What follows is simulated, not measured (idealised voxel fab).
Presented below is a process module, voxel wiring stack.
The width of the displayed cross-section, cut, is 210 nm; its cells are square, with a size of 5 nm.
Just so we're on the same page, the cross-sections are grids of square cells, and they're listed out in bands top to bottom, each band one or more rows deep.
It is stipulated that each band's entry specify, in nanometres, the height of the top of the band and then that of its bottom, followed by the materials of the band in left-to-right sequence, each together with its width in nanometres. A single material marked by the word "edge to edge" is understood to fill the band from edge to edge; the word "air" is understood to denote empty space.
A quick word on heights: they are counted from 0, and under that level the wafer as it came to us is one material throughout. The lowest band is different from the rest in having no bottom; it simply continues downward, written as in "from 0 down".
Read "30 to 40" as a graded width: first number on top, second number at the bottom, same change between each pair of neighbouring rows.
Where a step carries "left unchanged", the cross-section came out of it unchanged, cell for cell.
"Fully enclosed voids" - sealed voids, min. 8 cells, no opening to top; format: width x height at distance (distance from left edge; nm throughout).
What comes after the settings on a step's line is commentary from the simulator itself on that step.
overlay nm: mask offset rightward from planned place, masked step; negative means leftward offset.

Steps planned for the process
1 op RECEIVE | material Si
2 op CONFORMAL_DEP | material SiO2 | thk nm 10
3 op CONFORMAL_DEP | material SiN | thk nm 5
4 op DIRECTIONAL_DEP | material lowk | thk nm 25
5 op DIRECTIONAL_DEP | material aC | thk nm 15
6 op PATTERN | tone open | mask id METAL_1 | material resist | width nm 30 | pitch nm 45 | thk nm 30 | overlay nm 0
7 op DIRECTIONAL_ETCH | etch materials aC | depth nm 15
8 op STRIP | etch materials resist
9 op DIRECTIONAL_ETCH | etch materials lowk | depth nm 25
10 op DIRECTIONAL_ETCH | etch materials SiN | depth nm 5
11 op STRIP | etch materials aC
12 op CONFORMAL_DEP | material TiN | thk nm 5
13 op FILL_DEP | material Cu | thk nm 5
14 op CMP | height nm 40
15 op CONFORMAL_DEP | material SiCN | thk nm 5
16 op DIRECTIONAL_DEP | material lowk | thk nm 35
17 op DIRECTIONAL_DEP | material aC | thk nm 15
18 op PATTERN | tone open | mask id METAL_2_HOLES | material resist | width nm 15 | thk nm 35 | overlay nm 0
19 op DIRECTIONAL_ETCH | etch materials aC | depth nm 15
20 op STRIP | etch materials resist
21 op DIRECTIONAL_ETCH | etch materials lowk | depth nm 35
22 op STRIP | etch materials aC
23 op DIRECTIONAL_DEP | material aC | thk nm 15
24 op PATTERN | tone open | mask id METAL_2 | material resist | width nm 30 | pitch nm 45 | thk nm 30 | overlay nm 0
25 op DIRECTIONAL_ETCH | etch materials aC | depth nm 15
26 op STRIP | etch materials resist
27 op DIRECTIONAL_ETCH | etch materials lowk | depth nm 20
28 op DIRECTIONAL_ETCH | etch materials SiCN | depth nm 5
29 op STRIP | etch materials aC
30 op CONFORMAL_DEP | material TiN | thk nm 5
31 op FILL_DEP | material Cu | thk nm 5
32 op CMP | height nm 80
33 op CONFORMAL_DEP | material SiCN | thk nm 5
34 op DIRECTIONAL_DEP | material SiO2 | thk nm 15
35 op MASKED_ETCH | tone open | mask id PLUG_2 | width nm 15 | etch materials SiO2 | depth nm 15 | overlay nm 0
36 op MASKED_ETCH | tone open | mask id PLUG_2 | width nm 15 | etch materials SiCN | depth nm 5 | overlay nm 0
37 op EPI | material Ru | thk nm 10
38 op EPI | material Ru | thk nm 10
39 op CONFORMAL_DEP | material SiN | thk nm 5
40 op DIRECTIONAL_DEP | material lowk | thk nm 20
41 op PATTERN | tone open | mask id METAL_3 | material resist | width nm 30 | pitch nm 45 | thk nm 20 | overlay nm 0
42 op DIRECTIONAL_ETCH | etch materials lowk | depth nm 20
43 op DIRECTIONAL_ETCH | etch materials SiN | depth nm 5
44 op STRIP | etch materials resist
45 op CONFORMAL_DEP | material TiN | thk nm 5
46 op FILL_DEP | material W | thk nm 5
47 op CMP | height nm 125
48 op CONFORMAL_DEP | material SiCN | thk nm 5

Of two wafers, the first: run according to plan

Cross-section: wafer on arrival = after step 1
  from 0 down  Si edge to edge
  Fully enclosed voids: none

Cross-section through the wafer, step 2 finished
  from 10 to 0  SiO2 edge to edge
  Anything lower than 0 is untouched.

Cross-section through the wafer, step 3 finished
  from 15 to 10  SiN edge to edge
  Anything lower than 10 is untouched.

Cross-section through the wafer, step 4 finished
  from 40 to 15  lowk edge to edge
  Anything lower than 15 is untouched.

Cross-section through the wafer, step 5 finished
  from 55 to 40  aC edge to edge
  Anything lower than 40 is untouched.

Cross-section through the wafer, step 6 finished
  from 85 to 55  resist=65; air=30; resist=15; air=30; resist=70
  Anything lower than 55 is untouched.

Cross-section through the wafer, step 7 finished
  from 70 to 55  resist=65; air=30; resist=15; air=30; resist=70
  from 55 to 40  aC=65; air=30; aC=15; air=30; aC=70
  Anything lower than 40 is untouched.

Cross-section through the wafer, step 8 finished
  from 55 to 40  aC=65; air=30; aC=15; air=30; aC=70
  Anything lower than 40 is untouched.

Cross-section through the wafer, step 9 finished
  from 55 to 40  aC=65; air=30; aC=15; air=30; aC=70
  from 40 to 15  lowk=65; air=30; lowk=15; air=30; lowk=70
  Anything lower than 15 is untouched.

Cross-section through the wafer, step 10 finished
  from 55 to 40  aC=65; air=30; aC=15; air=30; aC=70
  from 40 to 15  lowk=65; air=30; lowk=15; air=30; lowk=70
  from 15 to 10  SiN=65; air=30; SiN=15; air=30; SiN=70
  Anything lower than 10 is untouched.

Cross-section through the wafer, step 11 finished
  from 40 to 15  lowk=65; air=30; lowk=15; air=30; lowk=70
  Anything lower than 15 is untouched.

Cross-section through the wafer, step 12 finished
  from 45 to 40  TiN=70; air=20; TiN=25; air=20; TiN=75
  from 40 to 15  lowk=65; TiN=5; air=20; TiN=5; lowk=15; TiN=5; air=20; TiN=5; lowk=70
  from 15 to 10  SiN=65; TiN=30; SiN=15; TiN=30; SiN=70
  Anything lower than 10 is untouched.

Cross-section through the wafer, step 13 finished
  from 50 to 45  Cu edge to edge
  from 45 to 40  TiN=70; Cu=20; TiN=25; Cu=20; TiN=75
  from 40 to 15  lowk=65; TiN=5; Cu=20; TiN=5; lowk=15; TiN=5; Cu=20; TiN=5; lowk=70
  Anything lower than 15 is untouched.

Cross-section through the wafer, step 14 finished
  from 40 to 15  lowk=65; TiN=5; Cu=20; TiN=5; lowk=15; TiN=5; Cu=20; TiN=5; lowk=70
  Anything lower than 15 is untouched.

Cross-section through the wafer, step 15 finished
  from 45 to 40  SiCN edge to edge
  Anything lower than 40 is untouched.

Cross-section through the wafer, step 16 finished
  from 80 to 45  lowk edge to edge
  Anything lower than 45 is untouched.

Cross-section through the wafer, step 17 finished
  from 95 to 80  aC edge to edge
  Anything lower than 80 is untouched.

Cross-section through the wafer, step 18 finished
  from 130 to 95  resist=65; air=15; resist=130
  Anything lower than 95 is untouched.

Cross-section through the wafer, step 19 finished
  from 115 to 95  resist=65; air=15; resist=130
  from 95 to 80  aC=65; air=15; aC=130
  Anything lower than 80 is untouched.

Cross-section through the wafer, step 20 finished
  from 95 to 80  aC=65; air=15; aC=130
  Anything lower than 80 is untouched.

Cross-section through the wafer, step 21 finished
  from 95 to 80  aC=65; air=15; aC=130
  from 80 to 45  lowk=65; air=15; lowk=130
  Anything lower than 45 is untouched.

Cross-section through the wafer, step 22 finished
  from 80 to 45  lowk=65; air=15; lowk=130
  Anything lower than 45 is untouched.

Cross-section through the wafer, step 23 finished
  from 95 to 80  aC=65; air=15; aC=130
  from 80 to 60  lowk=65; air=15; lowk=130
  from 60 to 45  lowk=65; aC=15; lowk=130
  Anything lower than 45 is untouched.

Cross-section through the wafer, step 24 finished
  from 125 to 95  resist=65; air=30; resist=15; air=30; resist=70
  Anything lower than 95 is untouched.

Cross-section through the wafer, step 25 finished
  from 110 to 95  resist=65; air=30; resist=15; air=30; resist=70
  from 95 to 80  aC=65; air=30; aC=15; air=30; aC=70
  from 80 to 45  lowk=65; air=15; lowk=130
  Anything lower than 45 is untouched.

Cross-section through the wafer, step 26 finished
  from 95 to 80  aC=65; air=30; aC=15; air=30; aC=70
  Anything lower than 80 is untouched.

Cross-section through the wafer, step 27 finished
  from 95 to 80  aC=65; air=30; aC=15; air=30; aC=70
  from 80 to 60  lowk=65; air=30; lowk=15; air=30; lowk=70
  Anything lower than 60 is untouched.

Cross-section through the wafer, step 28 finished
  from 95 to 80  aC=65; air=30; aC=15; air=30; aC=70
  from 80 to 60  lowk=65; air=30; lowk=15; air=30; lowk=70
  from 60 to 45  lowk=65; air=15; lowk=130
  from 45 to 40  SiCN=65; air=15; SiCN=130
  Anything lower than 40 is untouched.

Cross-section through the wafer, step 29 finished
  from 80 to 60  lowk=65; air=30; lowk=15; air=30; lowk=70
  Anything lower than 60 is untouched.

Cross-section through the wafer, step 30 finished
  from 85 to 80  TiN=70; air=20; TiN=25; air=20; TiN=75
  from 80 to 65  lowk=65; TiN=5; air=20; TiN=5; lowk=15; TiN=5; air=20; TiN=5; lowk=70
  from 65 to 60  lowk=65; TiN=5; air=5; TiN=20; lowk=15; TiN=30; lowk=70
  from 60 to 45  lowk=65; TiN=5; air=5; TiN=5; lowk=130
  from 45 to 40  SiCN=65; TiN=15; SiCN=130
  Anything lower than 40 is untouched.

Cross-section through the wafer, step 31 finished
  from 90 to 85  Cu edge to edge
  from 85 to 80  TiN=70; Cu=20; TiN=25; Cu=20; TiN=75
  from 80 to 65  lowk=65; TiN=5; Cu=20; TiN=5; lowk=15; TiN=5; Cu=20; TiN=5; lowk=70
  from 65 to 60  lowk=65; TiN=5; Cu=5; TiN=20; lowk=15; TiN=30; lowk=70
  from 60 to 45  lowk=65; TiN=5; Cu=5; TiN=5; lowk=130
  Anything lower than 45 is untouched.

Cross-section through the wafer, step 32 finished
  from 80 to 65  lowk=65; TiN=5; Cu=20; TiN=5; lowk=15; TiN=5; Cu=20; TiN=5; lowk=70
  Anything lower than 65 is untouched.

Cross-section through the wafer, step 33 finished
  from 85 to 80  SiCN edge to edge
  Anything lower than 80 is untouched.

Cross-section through the wafer, step 34 finished
  from 100 to 85  SiO2 edge to edge
  Anything lower than 85 is untouched.

Cross-section through the wafer, step 35 finished
  from 100 to 85  SiO2=65; air=15; SiO2=130
  Anything lower than 85 is untouched.

Cross-section through the wafer, step 36 finished
  from 100 to 85  SiO2=65; air=15; SiO2=130
  from 85 to 80  SiCN=65; air=15; SiCN=130
  Anything lower than 80 is untouched.

Cross-section through the wafer, step 37 finished
  from 100 to 90  SiO2=65; air=15; SiO2=130
  from 90 to 85  SiO2=65; Ru=15; SiO2=130
  from 85 to 80  SiCN=65; Ru=15; SiCN=130
  Anything lower than 80 is untouched.

Cross-section through the wafer, step 38 finished
  from 100 to 85  SiO2=65; Ru=15; SiO2=130
  Anything lower than 85 is untouched.

Cross-section through the wafer, step 39 finished
  from 105 to 100  SiN edge to edge
  Anything lower than 100 is untouched.

Cross-section through the wafer, step 40 finished
  from 125 to 105  lowk edge to edge
  Anything lower than 105 is untouched.

Cross-section through the wafer, step 41 finished
  from 145 to 125  resist=65; air=30; resist=15; air=30; resist=70
  Anything lower than 125 is untouched.

Cross-section through the wafer, step 42 finished
  from 145 to 125  resist=65; air=30; resist=15; air=30; resist=70
  from 125 to 105  lowk=65; air=30; lowk=15; air=30; lowk=70
  Anything lower than 105 is untouched.

Cross-section through the wafer, step 43 finished
  from 145 to 125  resist=65; air=30; resist=15; air=30; resist=70
  from 125 to 105  lowk=65; air=30; lowk=15; air=30; lowk=70
  from 105 to 100  SiN=65; air=30; SiN=15; air=30; SiN=70
  Anything lower than 100 is untouched.

Cross-section through the wafer, step 44 finished
  from 125 to 105  lowk=65; air=30; lowk=15; air=30; lowk=70
  Anything lower than 105 is untouched.

Cross-section through the wafer, step 45 finished
  from 130 to 125  TiN=70; air=20; TiN=25; air=20; TiN=75
  from 125 to 105  lowk=65; TiN=5; air=20; TiN=5; lowk=15; TiN=5; air=20; TiN=5; lowk=70
  from 105 to 100  SiN=65; TiN=30; SiN=15; TiN=30; SiN=70
  Anything lower than 100 is untouched.

Cross-section through the wafer, step 46 finished
  from 135 to 130  W edge to edge
  from 130 to 125  TiN=70; W=20; TiN=25; W=20; TiN=75
  from 125 to 105  lowk=65; TiN=5; W=20; TiN=5; lowk=15; TiN=5; W=20; TiN=5; lowk=70
  Anything lower than 105 is untouched.

Cross-section through the wafer, step 47 finished
  from 125 to 105  lowk=65; TiN=5; W=20; TiN=5; lowk=15; TiN=5; W=20; TiN=5; lowk=70
  Anything lower than 105 is untouched.

Cross-section through the wafer, step 48 finished
  from 130 to 125  SiCN edge to edge
  Anything lower than 125 is untouched.

Wafer two. Identical start, identical plan. One mistake in execution. Identical history through step 23

Second wafer, cut view, end of step 24 per plan
  from 125 to 95  resist=70; air=25; resist=20; air=25; resist=70
  from 95 to 80  aC=65; resist=5; air=10; aC=130
  from 80 to 60  lowk=65; resist=5; air=10; lowk=130
  Anything lower than 60 is untouched.

Second wafer, cut view, end of step 25 per plan
  from 110 to 95  resist=70; air=25; resist=20; air=25; resist=70
  from 95 to 80  aC=65; resist=5; air=25; aC=20; air=25; aC=70
  from 80 to 60  lowk=65; resist=5; air=10; lowk=130
  from 60 to 45  lowk=65; aC=5; air=10; lowk=130
  Anything lower than 45 is untouched.

Second wafer, cut view, end of step 26 per plan
  from 95 to 80  aC=65; air=30; aC=20; air=25; aC=70
  from 80 to 60  lowk=65; air=15; lowk=130
  Anything lower than 60 is untouched.

Second wafer, cut view, end of step 27 per plan
  from 95 to 80  aC=65; air=30; aC=20; air=25; aC=70
  from 80 to 60  lowk=65; air=30; lowk=20; air=25; lowk=70
  Anything lower than 60 is untouched.

Second wafer, cut view, end of step 28 per plan
  from 95 to 80  aC=65; air=30; aC=20; air=25; aC=70
  from 80 to 60  lowk=65; air=30; lowk=20; air=25; lowk=70
  from 60 to 45  lowk=65; aC=5; air=10; lowk=130
  from 45 to 40  SiCN=70; air=10; SiCN=130
  Anything lower than 40 is untouched.

Second wafer, cut view, end of step 29 per plan
  from 80 to 60  lowk=65; air=30; lowk=20; air=25; lowk=70
  from 60 to 45  lowk=65; air=15; lowk=130
  Anything lower than 45 is untouched.

Second wafer, cut view, end of step 30 per plan
  from 85 to 80  TiN=70; air=20; TiN=30; air=15; TiN=75
  from 80 to 65  lowk=65; TiN=5; air=20; TiN=5; lowk=20; TiN=5; air=15; TiN=5; lowk=70
  from 65 to 60  lowk=65; TiN=5; air=5; TiN=20; lowk=20; TiN=25; lowk=70
  from 60 to 50  lowk=65; TiN=5; air=5; TiN=5; lowk=130
  from 50 to 45  lowk=65; TiN=15; lowk=130
  from 45 to 40  SiCN=70; TiN=10; SiCN=130
  Anything lower than 40 is untouched.

Second wafer, cut view, end of step 31 per plan
  from 90 to 85  Cu edge to edge
  from 85 to 80  TiN=70; Cu=20; TiN=30; Cu=15; TiN=75
  from 80 to 65  lowk=65; TiN=5; Cu=20; TiN=5; lowk=20; TiN=5; Cu=15; TiN=5; lowk=70
  from 65 to 60  lowk=65; TiN=5; Cu=5; TiN=20; lowk=20; TiN=25; lowk=70
  from 60 to 50  lowk=65; TiN=5; Cu=5; TiN=5; lowk=130
  Anything lower than 50 is untouched.

Second wafer, cut view, end of step 32 per plan
  from 80 to 65  lowk=65; TiN=5; Cu=20; TiN=5; lowk=20; TiN=5; Cu=15; TiN=5; lowk=70
  Anything lower than 65 is untouched.

Second wafer, cut view, end of step 33 per plan
  from 85 to 80  SiCN edge to edge
  Anything lower than 80 is untouched.

Second wafer, cut view, end of step 34 per plan
  from 100 to 85  SiO2 edge to edge
  Anything lower than 85 is untouched.

Second wafer, cut view, end of step 35 per plan
  from 100 to 85  SiO2=65; air=15; SiO2=130
  Anything lower than 85 is untouched.

Second wafer, cut view, end of step 36 per plan
  from 100 to 85  SiO2=65; air=15; SiO2=130
  from 85 to 80  SiCN=65; air=15; SiCN=130
  Anything lower than 80 is untouched.

Second wafer, cut view, end of step 37 per plan
  from 100 to 90  SiO2=65; air=15; SiO2=130
  from 90 to 85  SiO2=65; Ru=15; SiO2=130
  from 85 to 80  SiCN=65; Ru=15; SiCN=130
  Anything lower than 80 is untouched.

Second wafer, cut view, end of step 38 per plan
  from 100 to 85  SiO2=65; Ru=15; SiO2=130
  Anything lower than 85 is untouched.

Second wafer, cut view, end of step 39 per plan
  from 105 to 100  SiN edge to edge
  Anything lower than 100 is untouched.

Second wafer, cut view, end of step 40 per plan
  from 125 to 105  lowk edge to edge
  Anything lower than 105 is untouched.

Second wafer, cut view, end of step 41 per plan
  from 145 to 125  resist=65; air=30; resist=15; air=30; resist=70
  Anything lower than 125 is untouched.

Second wafer, cut view, end of step 42 per plan
  from 145 to 125  resist=65; air=30; resist=15; air=30; resist=70
  from 125 to 105  lowk=65; air=30; lowk=15; air=30; lowk=70
  Anything lower than 105 is untouched.

Second wafer, cut view, end of step 43 per plan
  from 145 to 125  resist=65; air=30; resist=15; air=30; resist=70
  from 125 to 105  lowk=65; air=30; lowk=15; air=30; lowk=70
  from 105 to 100  SiN=65; air=30; SiN=15; air=30; SiN=70
  Anything lower than 100 is untouched.

Second wafer, cut view, end of step 44 per plan
  from 125 to 105  lowk=65; air=30; lowk=15; air=30; lowk=70
  Anything lower than 105 is untouched.

Second wafer, cut view, end of step 45 per plan
  from 130 to 125  TiN=70; air=20; TiN=25; air=20; TiN=75
  from 125 to 105  lowk=65; TiN=5; air=20; TiN=5; lowk=15; TiN=5; air=20; TiN=5; lowk=70
  from 105 to 100  SiN=65; TiN=30; SiN=15; TiN=30; SiN=70
  Anything lower than 100 is untouched.

Second wafer, cut view, end of step 46 per plan
  from 135 to 130  W edge to edge
  from 130 to 125  TiN=70; W=20; TiN=25; W=20; TiN=75
  from 125 to 105  lowk=65; TiN=5; W=20; TiN=5; lowk=15; TiN=5; W=20; TiN=5; lowk=70
  Anything lower than 105 is untouched.

Second wafer, cut view, end of step 47 per plan
  from 125 to 105  lowk=65; TiN=5; W=20; TiN=5; lowk=15; TiN=5; W=20; TiN=5; lowk=70
  Anything lower than 105 is untouched.

Second wafer, cut view, end of step 48 per plan
  from 130 to 125  SiCN edge to edge
  Anything lower than 125 is untouched.
Deviation noted in wafer processing: step 24: run off-plan, actual operation and settings op PATTERN | tone open | mask id METAL_2 | material resist | width nm 25 | pitch nm 45 | thk nm 30 | overlay nm 0
It is noted that, at the conclusion of processing, the second wafer exhibits a higher or lower cell count for certain materials relative to the first: 4 fewer of Cu; 1 more of SiCN; 1 fewer of TiN; 4 more of lowk
